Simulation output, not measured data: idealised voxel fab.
Name of the process module below: voxel self aligned vias
The cross-section on display is named cut; it measures 235 nm wide, and its cells are 5 nm squares.
Notation: cross-section as square-cell grid; stated in bands, top first, going down; one or more cell rows per band. Band: top height; bottom height; in nm. Then, left to right: material with width in nm, for each material. "full width": a single material spanning edge to edge. "blank": empty space. Basically, 0 is our baseline, since under it the wafer straight out of the box is all one material. The bottom band has no lower end and keeps on going down, so it looks like "from 0 down". Per-row width for "30..40": begins at first number (top row of band), ends at second number (bottom row), increment between rows held constant. Basically "nothing altered" means that step didn't change any cell in the cross-section. Closed-off voids of 8+ cells (no open route to the top) go in "Enclosed voids", written width x height at distance from the left edge, in nm. Formally, on a step line, whatever follows the settings is a remark that the simulator itself makes on the step. overlay nm: mask right of planned place by this much (step with mask). Neg. = left.
List of planned process steps
1,op RECEIVE | material Si
2,op CONFORMAL_DEP | material SiO2 | thk nm 15
3,op CONFORMAL_DEP | material SiCN | thk nm 5
4,op DIRECTIONAL_DEP | material lowk | thk nm 30
5,op DIRECTIONAL_DEP | material aC | thk nm 15
6,op PATTERN | tone open | mask id LINES | material resist | width nm 20 | pitch nm 60 | thk nm 35 | overlay nm 0
7,op DIRECTIONAL_ETCH | etch materials aC | depth nm 15
8,op STRIP | etch materials resist
9,op DIRECTIONAL_ETCH | etch materials lowk | depth nm 30
10,op STRIP | etch materials aC
11,op CONFORMAL_DEP | material TiN | thk nm 5
12,op FILL_DEP | material Ru | thk nm 5
13,op CMP | height nm 50
14,op SELECTIVE_ETCH | etch materials W Ru TiN | depth nm 5
15,op FILL_DEP | material SiN | thk nm 5
16,op CMP | height nm 50
17,op DIRECTIONAL_DEP | material lowk | thk nm 20
18,op PATTERN | tone open | mask id VIAS | material resist | width nm 30 | pitch nm 60 | thk nm 15 | overlay nm 0
19,op DIRECTIONAL_ETCH | etch materials lowk | depth nm 20
20,op DIRECTIONAL_ETCH | etch materials SiN | depth nm 5
21,op STRIP | etch materials resist
22,op CONFORMAL_DEP | material TiN | thk nm 5
23,op FILL_DEP | material Cu | thk nm 10
24,op CMP | height nm 70
25,op CONFORMAL_DEP | material SiCN | thk nm 5
Received-state cross-section, reflecting completion of step 1
  from 0 down  Si full width
  Enclosed voids: none
One mistake in running the module, otherwise start and plan as above: cross-section at the end
  from 75 to 70  SiCN full width
  from 70 to 55  lowk (70) / TiN (5) / Cu (20) / TiN (5) / lowk (30) / TiN (5) / Cu (20) / TiN (5) / lowk (75)
  from 55 to 50  lowk (70) / TiN (5) / Cu (5) / TiN (20) / lowk (30) / TiN (5) / Cu (5) / TiN (20) / lowk (75)
  from 50 to 45  lowk (65) / SiN (5) / TiN (15) / lowk (40) / SiN (5) / TiN (15) / lowk (90)
  from 45 to 25  lowk (65) / TiN (5) / Ru (10) / TiN (5) / lowk (40) / TiN (5) / Ru (10) / TiN (5) / lowk (90)
  from 25 to 20  lowk (65) / TiN (20) / lowk (40) / TiN (20) / lowk (90)
  from 20 to 15  SiCN full width
  from 15 to 0  SiO2 full width
  from 0 down  Si full width
  Enclosed voids: none
What went wrong in running the wafer? it should be noted that step 6 was executed with settings other than those planned, the operation and settings actually applied being op PATTERN | tone open | mask id LINES | material resist | width nm 20 | pitch nm 60 | thk nm 35 | overlay nm -10
